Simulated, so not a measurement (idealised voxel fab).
process module | voxel double patterning
cross-section cut | 190 nm wide | cells 5 nm
A cross-section is a grid of square cells, given in bands from the top down. A band is one or more rows of cells.
Each band's line starts with the height of the band's top and of its bottom, in nm. Then come its materials from left to right, each with its width in nm. One material with "throughout" fills the band from edge to edge. "air" is empty space.
Height 0 is the level under which the wafer as received is all one material. The lowest band goes on downwards, as in "0 down".
A width such as "30 to 40" changes by the same amount from each row of cells to the next, from the band's top row to its bottom row.
"no change" after a step means that no cell of the cross-section changed.
closed voids: empty space of 8 cells or more with no open way to the top, each as width x height at its distance from the left edge, in nm
after a step's settings: what the simulator itself notes on the step
overlay nm, on a step with a mask: how far to the right of its planned place the mask lay; to the left if negative
plan
1 op RECEIVE | material Si
2 op CONFORMAL_DEP | material SiO2 | thk nm 10
3 op DIRECTIONAL_DEP | material polySi | thk nm 10
4 op DIRECTIONAL_DEP | material SiCN | thk nm 10
5 op PATTERN | tone open | mask id FIRST | material resist | width nm 15 | pitch nm 50 | thk nm 20 | overlay nm 0
6 op DIRECTIONAL_ETCH | etch materials SiCN | depth nm 10
7 op STRIP | etch materials resist
8 op MASKED_ETCH | tone open | mask id SECOND | width nm 15 | etch materials SiCN | depth nm 10 | overlay nm 0
9 op DIRECTIONAL_ETCH | etch materials polySi | depth nm 10
10 op STRIP | etch materials SiCN
as received, after step 1
  0 down: Si throughout
  closed voids: none
first wafer at the end, as planned
  20 to 10: polySi 60 | air 15 | polySi 10 | air 15 | polySi 10 | air 15 | polySi 65
  10 to 0: SiO2 throughout
  0 down: Si throughout
  closed voids: none
second wafer at the end: like start, like plan, one mistake
  30 to 20: SiO2 throughout
  20 to 10: polySi throughout
  10 to 0: SiO2 throughout
  0 down: Si throughout
  closed voids: none
what went wrong: step 4 ran as: op DIRECTIONAL_DEP | material SiO2 | thk nm 10
at the end the second wafer has, in cells: 76 more of SiO2 | 18 more of polySi
